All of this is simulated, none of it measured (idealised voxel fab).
Title: Process Module voxel capacitor over wiring
The cross-section on display is named cut; it measures 180 nm wide, and its cells are 5 nm squares.
Reading order for cross-sections: top band down to bottom band. Underlying form: a grid of square cells. Band size: one or more rows of cells. Top, bottom (nm), then materials left to right with widths (nm); lone material tagged "throughout" fills the whole band edge to edge; "empty" = empty space. Height 0 is the level under which the wafer as received is all one material. The lowest band goes on downwards, as in "0 down". Width "30->40": first value at the band's top row of cells, second value at its bottom row, equal change from row to row. The cross-section has no changed cell in any step marked "no alterations made". Closed-off voids: empty space of 8 cells or more with no open way to the top, each as width x height at its distance from the left edge, in nm. It should be noted that, on the line of a given step, the content following the step's settings is a remark produced by the simulator itself with respect to that step. What "overlay nm" on a step's line means: if the step has a mask, that mask lay this far to the right of its planned place, or, when the value is negative, to the left.

## Listed below are the process steps as planned
| 1 | RECEIVE, material Si |
| 2 | CONFORMAL_DEP, material SiO2, thk nm 10 |
| 3 | CONFORMAL_DEP, material SiN, thk nm 5 |
| 4 | DIRECTIONAL_DEP, material lowk, thk nm 15 |
| 5 | DIRECTIONAL_DEP, material aC, thk nm 10 |
| 6 | PATTERN, tone open, mask id METAL_1, material resist, width nm 20, pitch nm 80, thk nm 30, overlay nm 0 |
| 7 | DIRECTIONAL_ETCH, etch materials aC, depth nm 10 |
| 8 | STRIP, etch materials resist |
| 9 | DIRECTIONAL_ETCH, etch materials lowk, depth nm 15 |
| 10 | DIRECTIONAL_ETCH, etch materials SiN, depth nm 5 |
| 11 | STRIP, etch materials aC |
| 12 | CONFORMAL_DEP, material TiN, thk nm 5 |
| 13 | FILL_DEP, material W, thk nm 10 |
| 14 | CMP, height nm 30 |
| 15 | EPI, material Ru, thk nm 5 |
| 16 | FILL_DEP, material SiCN, thk nm 5 |
| 17 | DIRECTIONAL_DEP, material lowk, thk nm 20 |
| 18 | MASKED_ETCH, tone open, mask id PLUG_1, width nm 15, etch materials lowk, depth nm 20, overlay nm 0 |
| 19 | MASKED_ETCH, tone open, mask id PLUG_1, width nm 15, etch materials SiCN, depth nm 5, overlay nm 0 |
| 20 | CONFORMAL_DEP, material TiN, thk nm 5 |
| 21 | FILL_DEP, material Cu, thk nm 10 |
| 22 | CMP, height nm 60 |
| 23 | DIRECTIONAL_DEP, material TiN, thk nm 10 |
| 24 | DIRECTIONAL_DEP, material Al2O3, thk nm 5 |
| 25 | DIRECTIONAL_DEP, material TiN, thk nm 10 |
| 26 | DIRECTIONAL_DEP, material aC, thk nm 10 |
| 27 | PATTERN, tone cover, mask id UPPER_PLATE, material resist, width nm 65, thk nm 30, overlay nm 0 |
| 28 | DIRECTIONAL_ETCH, etch materials aC, depth nm 10 |
| 29 | STRIP, etch materials resist |
| 30 | DIRECTIONAL_ETCH, etch materials TiN, depth nm 10 |
| 31 | DIRECTIONAL_ETCH, etch materials Al2O3, depth nm 5 |
| 32 | STRIP, etch materials aC |
| 33 | DIRECTIONAL_DEP, material aC, thk nm 15 |
| 34 | PATTERN, tone cover, mask id LOWER_PLATE, material resist, width nm 75, thk nm 30, overlay nm 0 |
| 35 | DIRECTIONAL_ETCH, etch materials aC, depth nm 15 |
| 36 | STRIP, etch materials resist |
| 37 | DIRECTIONAL_ETCH, etch materials TiN, depth nm 10 |
| 38 | STRIP, etch materials aC |
| 39 | FILL_DEP, material SiO2, thk nm 15 |
| 40 | CMP, height nm 95 |
| 41 | MASKED_ETCH, tone open, mask id PLUG_2, width nm 15, etch materials SiO2, depth nm 10, overlay nm 0 |
| 42 | CONFORMAL_DEP, material TiN, thk nm 5 |
| 43 | FILL_DEP, material W, thk nm 10 |
| 44 | CMP, height nm 95 |
| 45 | CONFORMAL_DEP, material SiCN, thk nm 5 |

## as received, after step 1
0 down = Si throughout
Closed-off voids: none

## Cross-sectional image of the first of two wafers at the end of the module, the run having proceeded as planned
100 to 95 = SiCN throughout
95 to 90 = 55 SiO2; 5 TiN; 5 W; 5 TiN; 110 SiO2
90 to 85 = 55 SiO2; 15 TiN; 110 SiO2
85 to 75 = 45 SiO2; 65 TiN; 70 SiO2
75 to 70 = 45 SiO2; 65 Al2O3; 70 SiO2
70 to 60 = 40 SiO2; 75 TiN; 65 SiO2
60 to 40 = 45 lowk; 5 TiN; 5 Cu; 5 TiN; 120 lowk
40 to 35 = 45 SiCN; 15 TiN; 120 SiCN
35 to 30 = 35 SiCN; 30 Ru; 50 SiCN; 30 Ru; 35 SiCN
30 to 15 = 40 lowk; 5 TiN; 10 W; 5 TiN; 60 lowk; 5 TiN; 10 W; 5 TiN; 40 lowk
15 to 10 = 40 SiN; 20 TiN; 60 SiN; 20 TiN; 40 SiN
10 to 0 = SiO2 throughout
0 down = Si throughout
Closed-off voids: none

## Second wafer through the module, sectioned at the end: same beginning and same plan as the first wafer, with one mistake in carrying it out
100 to 95 = SiCN throughout
95 to 90 = 55 SiO2; 5 TiN; 5 W; 5 TiN; 110 SiO2
90 to 85 = 55 SiO2; 15 TiN; 110 SiO2
85 to 75 = 45 SiO2; 65 TiN; 70 SiO2
75 to 70 = 45 SiO2; 65 Al2O3; 70 SiO2
70 to 60 = 40 SiO2; 75 TiN; 65 SiO2
60 to 40 = 45 lowk; 5 TiN; 5 Cu; 5 TiN; 120 lowk
40 to 35 = 45 SiCN; 15 TiN; 120 SiCN
35 to 30 = 35 SiCN; 30 Ru; 50 SiCN; 30 Ru; 35 SiCN
30 to 20 = 40 lowk; 5 TiN; 10 W; 5 TiN; 60 lowk; 5 TiN; 10 W; 5 TiN; 40 lowk
20 to 15 = 40 lowk; 20 TiN; 60 lowk; 20 TiN; 40 lowk
15 to 10 = Cu throughout
10 to 0 = SiO2 throughout
0 down = Si throughout
Closed-off voids: none
What broke from the plan during processing? rather than as planned, step 3 actually ran as CONFORMAL_DEP, material Cu, thk nm 5
At the finish, the second wafer shows more or fewer cells for some materials than the first does: Cu +36, SiN -28, TiN -4, W -4
